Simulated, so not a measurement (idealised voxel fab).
Process module, titled voxel gate over fins
Cross-section cut spans 245 nm and uses square cells 5 nm in size.
The cross-sections in this document take the form of a grid made of square cells. They are written out as bands, in order from top to bottom. Each band consists of one or more rows of cells.
Within each band entry, the heights of the top and of the bottom of the band appear first, in that order and in nm; the materials of the band then follow from left to right, each with its corresponding width in nm. The designation "all across" on a single material indicates that it fills the band from edge to edge; the designation "air" indicates empty space.
Beneath 0, the wafer as received is one material, and that level is where height counting begins. The lowest band goes on downward without a bottom; it is written like "top 0, no bottom".
The notation "30->40" denotes a width that varies across the rows of cells in the band, beginning at the first number in the top row, finishing at the second number in the bottom row, and changing by an identical amount from each row to the next.
Key: "no modification" - step with no changed cell in the cross-section.
Closed empty spaces (no open way to the top) of 8 cells or more are what "Sealed-off cavities" lists, each as width x height at distance from the left edge, nm for all three.
Post-settings text on a step line: simulator's own remark regarding the step.
overlay nm: mask offset rightward from planned place, masked step; negative means leftward offset.
# The steps planned for the process are as follows
1) op RECEIVE | material Si
2) op CONFORMAL_DEP | material SiN | thk nm 5
3) op MASKED_ETCH | tone cover | mask id FINS | width nm 15 | pitch nm 35 | etch materials SiN | depth nm 5 | overlay nm 0
4) op MASKED_ETCH | tone cover | mask id FINS | width nm 15 | pitch nm 35 | etch materials Si | depth nm 30 | overlay nm 0
5) op OXIDIZE | depth nm 5
6) op FILL_DEP | material SiO2 | thk nm 15
7) op CMP | height nm 5
8) op SELECTIVE_ETCH | etch materials SiO2 | depth nm 15
9) op STRIP | etch materials SiN
10) op CONFORMAL_DEP | material HfO2 | thk nm 5
11) op CONFORMAL_DEP | material TiN | thk nm 5
12) op FILL_DEP | material W | thk nm 15
13) op CMP | height nm 20
14) op CONFORMAL_DEP | material SiCN | thk nm 10
# This is the cross-section of the wafer as we received it, i.e. after step 1
    top 0, no bottom: Si all across
    Sealed-off cavities: none
# Look at the cross-section after the module: the wafer started out the way shown above and the plan was the one shown above, yet one mistake was made along the way
    top 30, bottom 20: SiCN all across
    top 20, bottom 10: W all across
    top 10, bottom 5: W 75 nm | TiN 25 nm | W 10 nm | TiN 25 nm | W 10 nm | TiN 25 nm | W 75 nm
    top 5, bottom 0: W 75 nm | TiN 5 nm | HfO2 15 nm | TiN 5 nm | W 10 nm | TiN 5 nm | HfO2 15 nm | TiN 5 nm | W 10 nm | TiN 5 nm | HfO2 15 nm | TiN 5 nm | W 75 nm
    top 0, bottom -10: W 75 nm | TiN 5 nm | HfO2 5 nm | Si 5 nm | HfO2 5 nm | TiN 5 nm | W 10 nm | TiN 5 nm | HfO2 5 nm | Si 5 nm | HfO2 5 nm | TiN 5 nm | W 10 nm | TiN 5 nm | HfO2 5 nm | Si 5 nm | HfO2 5 nm | TiN 5 nm | W 75 nm
    top -10, bottom -15: TiN 80 nm | HfO2 5 nm | Si 5 nm | HfO2 5 nm | TiN 20 nm | HfO2 5 nm | Si 5 nm | HfO2 5 nm | TiN 20 nm | HfO2 5 nm | Si 5 nm | HfO2 5 nm | TiN 80 nm
    top -15, bottom -20: HfO2 85 nm | Si 5 nm | HfO2 30 nm | Si 5 nm | HfO2 30 nm | Si 5 nm | HfO2 85 nm
    top -20, bottom -35: SiO2 85 nm | Si 5 nm | SiO2 30 nm | Si 5 nm | SiO2 30 nm | Si 5 nm | SiO2 85 nm
    top -35, no bottom: Si all across
    Sealed-off cavities: none
Where did the run depart from the plan? step 8 changed vs plan, executed as op SELECTIVE_ETCH | etch materials SiO2 | depth nm 25
